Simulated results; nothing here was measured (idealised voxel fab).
process module | voxel self aligned vias
cross-section cut | 285 nm wide | cells 5 nm
A cross-section is a grid of square cells, given in bands from the top down. A band is one or more rows of cells.
Each band's line starts with the height of the band's top and of its bottom, in nm. Then come its materials from left to right, each with its width in nm. One material with "throughout" fills the band from edge to edge. "air" is empty space.
Height 0 is the level under which the wafer as received is all one material. The lowest band goes on downwards, as in "0 down".
A width such as "30 to 40" changes by the same amount from each row of cells to the next, from the band's top row to its bottom row.
"no change" after a step means that no cell of the cross-section changed.
closed voids: empty space of 8 cells or more with no open way to the top, each as width x height at its distance from the left edge, in nm
after a step's settings: what the simulator itself notes on the step
overlay nm, on a step with a mask: how far to the right of its planned place the mask lay; to the left if negative
Each pair below shows a cross-section before one step and the cross-section after it, down to the lowest band that changed. The line under each pair gives the step between them, with its settings. The pairs can come from different runs of this module on the same starting wafer, so a pair continues from the pair above only where its "before" says so.
before
  80 to 65: resist 75 | air 25 | resist 30 | air 25 | resist 30 | air 25 | resist 75
  65 to 45: SiO2 75 | air 25 | SiO2 30 | air 25 | SiO2 30 | air 25 | SiO2 75
  45 to 35: SiO2 75 | SiN 20 | SiO2 35 | SiN 20 | SiO2 35 | SiN 20 | SiO2 80
  35 to 25: SiO2 75 | TiN 5 | Ru 10 | TiN 5 | SiO2 35 | TiN 5 | Ru 10 | TiN 5 | SiO2 35 | TiN 5 | Ru 10 | TiN 5 | SiO2 80
  25 to 20: SiO2 75 | TiN 20 | SiO2 35 | TiN 20 | SiO2 35 | TiN 20 | SiO2 80
  20 to 15: SiCN throughout
  15 to 0: SiO2 throughout
  0 down: Si throughout
  closed voids: none
after
  80 to 65: resist 75 | air 25 | resist 30 | air 25 | resist 30 | air 25 | resist 75
  65 to 45: SiO2 75 | air 25 | SiO2 30 | air 25 | SiO2 30 | air 25 | SiO2 75
  45 to 35: SiO2 75 | air 20 | SiO2 35 | air 20 | SiO2 35 | air 20 | SiO2 80
  below 35: unchanged
  closed voids: none
the step between: op DIRECTIONAL_ETCH | etch materials SiN | depth nm 10
before: the cross-section after the pair above
after
  65 to 45: SiO2 75 | air 25 | SiO2 30 | air 25 | SiO2 30 | air 25 | SiO2 75
  below 45: unchanged
  closed voids: none
the step between: op STRIP | etch materials resist
before: the cross-section after the pair above
after
  70 to 65: TiN 80 | air 15 | TiN 40 | air 15 | TiN 40 | air 15 | TiN 80
  65 to 50: SiO2 75 | TiN 5 | air 15 | TiN 5 | SiO2 30 | TiN 5 | air 15 | TiN 5 | SiO2 30 | TiN 5 | air 15 | TiN 5 | SiO2 75
  50 to 40: SiO2 75 | TiN 5 | air 10 | TiN 10 to 5 | SiO2 30 to 35 | TiN 5 | air 10 | TiN 10 to 5 | SiO2 30 to 35 | TiN 5 | air 10 | TiN 10 to 5 | SiO2 75 to 80
  40 to 35: SiO2 75 | TiN 20 | SiO2 35 | TiN 20 | SiO2 35 | TiN 20 | SiO2 80
  below 35: unchanged
  closed voids: none
the step between: op CONFORMAL_DEP | material TiN | thk nm 5
before: the cross-section after the pair above
after
  80 to 70: W throughout
  70 to 65: TiN 80 | W 15 | TiN 40 | W 15 | TiN 40 | W 15 | TiN 80
  65 to 50: SiO2 75 | TiN 5 | W 15 | TiN 5 | SiO2 30 | TiN 5 | W 15 | TiN 5 | SiO2 30 | TiN 5 | W 15 | TiN 5 | SiO2 75
  50 to 40: SiO2 75 | TiN 5 | W 10 | TiN 10 to 5 | SiO2 30 to 35 | TiN 5 | W 10 | TiN 10 to 5 | SiO2 30 to 35 | TiN 5 | W 10 | TiN 10 to 5 | SiO2 75 to 80
  below 40: unchanged
  closed voids: none
the step between: op FILL_DEP | material W | thk nm 10
before: the cross-section after the pair above
after
  65 to 50: SiO2 75 | TiN 5 | W 15 | TiN 5 | SiO2 30 | TiN 5 | W 15 | TiN 5 | SiO2 30 | TiN 5 | W 15 | TiN 5 | SiO2 75
  below 50: unchanged
  closed voids: none
the step between: op CMP | height nm 65
before: the cross-section after the pair above
after
  70 to 65: SiN throughout
  below 65: unchanged
  closed voids: none
the step between: op CONFORMAL_DEP | material SiN | thk nm 5
before
  65 to 45: SiO2 throughout
  45 to 35: SiO2 75 | SiN 20 | SiO2 35 | SiN 20 | SiO2 35 | SiN 20 | SiO2 80
  35 to 25: SiO2 75 | TiN 5 | Ru 10 | TiN 5 | SiO2 35 | TiN 5 | Ru 10 | TiN 5 | SiO2 35 | TiN 5 | Ru 10 | TiN 5 | SiO2 80
  25 to 20: SiO2 75 | TiN 20 | SiO2 35 | TiN 20 | SiO2 35 | TiN 20 | SiO2 80
  20 to 15: SiCN throughout
  15 to 0: SiO2 throughout
  0 down: Si throughout
  closed voids: none
after
  80 to 65: resist 60 | air 30 | resist 25 | air 30 | resist 25 | air 30 | resist 85
  below 65: unchanged
  closed voids: none
the step between: op PATTERN | tone open | mask id VIAS | material resist | width nm 30 | pitch nm 55 | thk nm 15 | overlay nm -10
before: the cross-section after the pair above
after
  80 to 65: resist 60 | air 30 | resist 25 | air 30 | resist 25 | air 30 | resist 85
  65 to 45: SiO2 60 | air 30 | SiO2 25 | air 30 | SiO2 25 | air 30 | SiO2 85
  below 45: unchanged
  closed voids: none
the step between: op DIRECTIONAL_ETCH | etch materials SiO2 | depth nm 20
before: the cross-section after the pair above
after
  80 to 65: resist 60 | air 30 | resist 25 | air 30 | resist 25 | air 30 | resist 85
  65 to 45: SiO2 60 | air 30 | SiO2 25 | air 30 | SiO2 25 | air 30 | SiO2 85
  45 to 35: SiO2 75 | air 15 | SiN 5 | SiO2 35 | air 15 | SiN 5 | SiO2 35 | air 15 | SiN 5 | SiO2 80
  below 35: unchanged
  closed voids: none
the step between: op DIRECTIONAL_ETCH | etch materials SiN | depth nm 10
before: the cross-section after the pair above
after
  65 to 45: SiO2 60 | air 30 | SiO2 25 | air 30 | SiO2 25 | air 30 | SiO2 85
  below 45: unchanged
  closed voids: none
the step between: op STRIP | etch materials resist
before: the cross-section after the pair above
after
  70 to 65: TiN 65 | air 20 | TiN 35 | air 20 | TiN 35 | air 20 | TiN 90
  65 to 50: SiO2 60 | TiN 5 | air 20 | TiN 5 | SiO2 25 | TiN 5 | air 20 | TiN 5 | SiO2 25 | TiN 5 | air 20 | TiN 5 | SiO2 85
  50 to 45: SiO2 60 | TiN 20 | air 5 | TiN 5 | SiO2 25 | TiN 20 | air 5 | TiN 5 | SiO2 25 | TiN 20 | air 5 | TiN 5 | SiO2 85
  45 to 40: SiO2 75 | TiN 5 | air 5 | TiN 5 | SiN 5 | SiO2 35 | TiN 5 | air 5 | TiN 5 | SiN 5 | SiO2 35 | TiN 5 | air 5 | TiN 5 | SiN 5 | SiO2 80
  40 to 35: SiO2 75 | TiN 15 | SiN 5 | SiO2 35 | TiN 15 | SiN 5 | SiO2 35 | TiN 15 | SiN 5 | SiO2 80
  below 35: unchanged
  closed voids: none
the step between: op CONFORMAL_DEP | material TiN | thk nm 5
before: the cross-section after the pair above
after
  80 to 70: W throughout
  70 to 65: TiN 65 | W 20 | TiN 35 | W 20 | TiN 35 | W 20 | TiN 90
  65 to 50: SiO2 60 | TiN 5 | W 20 | TiN 5 | SiO2 25 | TiN 5 | W 20 | TiN 5 | SiO2 25 | TiN 5 | W 20 | TiN 5 | SiO2 85
  50 to 45: SiO2 60 | TiN 20 | W 5 | TiN 5 | SiO2 25 | TiN 20 | W 5 | TiN 5 | SiO2 25 | TiN 20 | W 5 | TiN 5 | SiO2 85
  45 to 40: SiO2 75 | TiN 5 | W 5 | TiN 5 | SiN 5 | SiO2 35 | TiN 5 | W 5 | TiN 5 | SiN 5 | SiO2 35 | TiN 5 | W 5 | TiN 5 | SiN 5 | SiO2 80
  below 40: unchanged
  closed voids: none
the step between: op FILL_DEP | material W | thk nm 10
before: the cross-section after the pair above
after
  65 to 50: SiO2 60 | TiN 5 | W 20 | TiN 5 | SiO2 25 | TiN 5 | W 20 | TiN 5 | SiO2 25 | TiN 5 | W 20 | TiN 5 | SiO2 85
  below 50: unchanged
  closed voids: none
the step between: op CMP | height nm 65
before: the cross-section after the pair above
after
  70 to 65: SiN throughout
  below 65: unchanged
  closed voids: none
the step between: op CONFORMAL_DEP | material SiN | thk nm 5
before
  65 to 50: SiO2 70 | TiN 5 | W 20 | TiN 5 | SiO2 25 | TiN 5 | W 20 | TiN 5 | SiO2 25 | TiN 5 | W 20 | TiN 5 | SiO2 75
  50 to 40: SiO2 70 to 75 | TiN 10 to 5 | W 10 | TiN 10 to 5 | SiO2 25 to 35 | TiN 10 to 5 | W 10 | TiN 10 to 5 | SiO2 25 to 35 | TiN 10 to 5 | W 10 | TiN 10 to 5 | SiO2 75 to 80
  40 to 35: SiO2 75 | TiN 20 | SiO2 35 | TiN 20 | SiO2 35 | TiN 20 | SiO2 80
  35 to 25: SiO2 75 | TiN 5 | Ru 10 | TiN 5 | SiO2 35 | TiN 5 | Ru 10 | TiN 5 | SiO2 35 | TiN 5 | Ru 10 | TiN 5 | SiO2 80
  25 to 20: SiO2 75 | TiN 20 | SiO2 35 | TiN 20 | SiO2 35 | TiN 20 | SiO2 80
  20 to 15: SiCN throughout
  15 to 0: SiO2 throughout
  0 down: Si throughout
  closed voids: none
after
  70 to 65: SiCN throughout
  below 65: unchanged
  closed voids: none
the step between: op CONFORMAL_DEP | material SiCN | thk nm 5
before
  65 to 45: SiO2 throughout
  45 to 35: SiO2 75 | SiN 20 | SiO2 35 | SiN 20 | SiO2 35 | SiN 20 | SiO2 80
  35 to 25: SiO2 75 | TiN 5 | Ru 10 | TiN 5 | SiO2 35 | TiN 5 | Ru 10 | TiN 5 | SiO2 35 | TiN 5 | Ru 10 | TiN 5 | SiO2 80
  25 to 20: SiO2 75 | TiN 20 | SiO2 35 | TiN 20 | SiO2 35 | TiN 20 | SiO2 80
  20 to 15: SiCN throughout
  15 to 0: SiO2 throughout
  0 down: Si throughout
  closed voids: none
after
  80 to 65: air 70 | resist 30 | air 25 | resist 30 | air 25 | resist 30 | air 75
  below 65: unchanged
  closed voids: none
the step between: op PATTERN | tone cover | mask id VIAS | material resist | width nm 30 | pitch nm 55 | thk nm 15 | overlay nm 0
before: the cross-section after the pair above
after
  80 to 65: air 70 | resist 30 | air 25 | resist 30 | air 25 | resist 30 | air 75
  65 to 45: air 70 | SiO2 30 | air 25 | SiO2 30 | air 25 | SiO2 30 | air 75
  below 45: unchanged
  closed voids: none
the step between: op DIRECTIONAL_ETCH | etch materials SiO2 | depth nm 20
before: the cross-section after the pair above
after
  65 to 45: air 70 | SiO2 30 | air 25 | SiO2 30 | air 25 | SiO2 30 | air 75
  below 45: unchanged
  closed voids: none
the step between: op STRIP | etch materials resist
before: the cross-section after the pair above
after
  70 to 65: air 65 | TiN 40 | air 15 | TiN 40 | air 15 | TiN 40 | air 70
  65 to 50: air 65 | TiN 5 | SiO2 30 | TiN 5 | air 15 | TiN 5 | SiO2 30 | TiN 5 | air 15 | TiN 5 | SiO2 30 | TiN 5 | air 70
  50 to 45: TiN 70 | SiO2 30 | TiN 25 | SiO2 30 | TiN 25 | SiO2 30 | TiN 75
  below 45: unchanged
  closed voids: none
the step between: op CONFORMAL_DEP | material TiN | thk nm 5
before: the cross-section after the pair above
after
  80 to 70: W throughout
  70 to 65: W 65 | TiN 40 | W 15 | TiN 40 | W 15 | TiN 40 | W 70
  65 to 50: W 65 | TiN 5 | SiO2 30 | TiN 5 | W 15 | TiN 5 | SiO2 30 | TiN 5 | W 15 | TiN 5 | SiO2 30 | TiN 5 | W 70
  below 50: unchanged
  closed voids: none
the step between: op FILL_DEP | material W | thk nm 10
before: the cross-section after the pair above
after
  65 to 50: W 65 | TiN 5 | SiO2 30 | TiN 5 | W 15 | TiN 5 | SiO2 30 | TiN 5 | W 15 | TiN 5 | SiO2 30 | TiN 5 | W 70
  below 50: unchanged
  closed voids: none
the step between: op CMP | height nm 65
before: the cross-section after the pair above
after
  70 to 65: SiN throughout
  below 65: unchanged
  closed voids: none
the step between: op CONFORMAL_DEP | material SiN | thk nm 5
